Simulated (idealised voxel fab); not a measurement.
This section sets out a process module, namely voxel capacitor over wiring.
Pictured: cross-section cut, 275 nm wide, on a grid of 5 nm square cells.
Heads up, the way a cross-section reads in here is a grid of square cells, handed over as bands from the top down, with every band being one or more rows of cells. Basically the band line says how high the top is and how high the bottom is, in nm, and then what's in it from left to right, every material with its width in nm. Empty space shows up as "air", and if a single material carries "full width" it runs the full band edge to edge. Note: height 0 marks the level under which the wafer is uniformly one material as received. Lowest band unbounded below, written "0..down". With a width like "30..40", each row of cells in the band differs from the next by the same amount, the top row carrying the first number and the bottom row the second. No cell of the cross-section changed in a step that is given as "stayed the same". Heads up: "Listed closed voids" only lists the empty pockets with no open path to the top that are 8 cells or more, and it writes them as width x height at distance, distance from the left edge, in nm. Whatever follows a step's settings on its line is a remark the simulator itself makes about that step. Each step line may optionally specify "overlay nm", which for a step with a mask gives the rightward distance between the mask's planned place and where it lay, a negative value indicating the leftward direction.
THE PLANNED PROCESS STEPS ARE ENUMERATED HEREUNDER
1,RECEIVE | material Si
2,CONFORMAL_DEP | material SiO2 | thk nm 10
3,DIRECTIONAL_DEP | material TiN | thk nm 5
4,DIRECTIONAL_DEP | material W | thk nm 20
5,PATTERN | tone cover | mask id METAL_1 | material resist | width nm 30 | pitch nm 95 | thk nm 15 | overlay nm 0
6,DIRECTIONAL_ETCH | etch materials W | depth nm 20
7,DIRECTIONAL_ETCH | etch materials TiN | depth nm 5
8,STRIP | etch materials resist
9,FILL_DEP | material lowk | thk nm 10
10,CMP | height nm 35
11,CONFORMAL_DEP | material SiCN | thk nm 5
12,DIRECTIONAL_DEP | material lowk | thk nm 10
13,DIRECTIONAL_DEP | material aC | thk nm 15
14,PATTERN | tone open | mask id PLUG_1 | material resist | width nm 15 | thk nm 35 | overlay nm 0
15,DIRECTIONAL_ETCH | etch materials aC | depth nm 15
16,STRIP | etch materials resist
17,DIRECTIONAL_ETCH | etch materials lowk | depth nm 10
18,DIRECTIONAL_ETCH | etch materials SiCN | depth nm 5
19,STRIP | etch materials aC
20,EPI | material Ru | thk nm 10
21,EPI | material Ru | thk nm 5
22,DIRECTIONAL_DEP | material TiN | thk nm 10
23,DIRECTIONAL_DEP | material SiN | thk nm 5
24,DIRECTIONAL_DEP | material TiN | thk nm 5
25,MASKED_ETCH | tone cover | mask id UPPER_PLATE | width nm 70 | etch materials TiN | depth nm 5 | overlay nm 0
26,MASKED_ETCH | tone cover | mask id UPPER_PLATE | width nm 70 | etch materials SiN | depth nm 5 | overlay nm 0
27,MASKED_ETCH | tone cover | mask id LOWER_PLATE | width nm 80 | etch materials TiN | depth nm 10 | overlay nm 0
28,FILL_DEP | material SiO2 | thk nm 15
29,CMP | height nm 80
30,DIRECTIONAL_DEP | material aC | thk nm 10
31,PATTERN | tone open | mask id PLUG_2 | material resist | width nm 15 | thk nm 25 | overlay nm 0
32,DIRECTIONAL_ETCH | etch materials aC | depth nm 10
33,STRIP | etch materials resist
34,DIRECTIONAL_ETCH | etch materials SiO2 | depth nm 10
35,STRIP | etch materials aC
36,CONFORMAL_DEP | material TiN | thk nm 5
37,FILL_DEP | material Cu | thk nm 10
38,CMP | height nm 80
39,CONFORMAL_DEP | material SiCN | thk nm 5
WAFER AT RECEIPT (POST STEP 1), CROSS-SECTION
0..down | Si full width
Listed closed voids: none
THE FIRST OF TWO WAFERS, CROSS-SECTIONED AT THE END OF THE MODULE, WITH THE RUN PROCEEDING AS PLANNED
85..80 | SiCN full width
80..75 | SiO2 100 | TiN 5 | Cu 5 | TiN 5 | SiO2 160
75..65 | SiO2 100..90 | TiN 15..70 | SiO2 160..115
65..60 | SiO2 90 | SiN 70 | SiO2 115
60..50 | SiO2 85 | TiN 80 | SiO2 110
50..40 | lowk 90 | Ru 15 | lowk 170
40..35 | SiCN 90 | Ru 15 | SiCN 170
35..15 | lowk 75 | W 30 | lowk 65 | W 30 | lowk 75
15..10 | lowk 75 | TiN 30 | lowk 65 | TiN 30 | lowk 75
10..0 | SiO2 full width
0..down | Si full width
Listed closed voids: none
END-OF-MODULE CROSS-SECTION OF THE SECOND WAFER: IDENTICAL STARTING POINT AND PROCESS PLAN TO THE FIRST, WITH ONE PROCESSING MISTAKE
95..90 | SiCN full width
90..85 | Cu full width
85..80 | TiN 105 | Cu 5 | TiN 165
80..75 | SiO2 100 | TiN 5 | Cu 5 | TiN 5 | SiO2 160
75..65 | SiO2 100..90 | TiN 15..70 | SiO2 160..115
65..60 | SiO2 90 | SiN 70 | SiO2 115
60..50 | SiO2 85 | TiN 80 | SiO2 110
50..40 | lowk 90 | Ru 15 | lowk 170
40..35 | SiCN 90 | Ru 15 | SiCN 170
35..15 | lowk 75 | W 30 | lowk 65 | W 30 | lowk 75
15..10 | lowk 75 | TiN 30 | lowk 65 | TiN 30 | lowk 75
10..0 | SiO2 full width
0..down | Si full width
Listed closed voids: none
Deviation from plan: step 38 ran as: CMP | height nm 90
Materials where the second wafer ends with more or fewer cells than the first: 56 more of Cu | 54 more of TiN
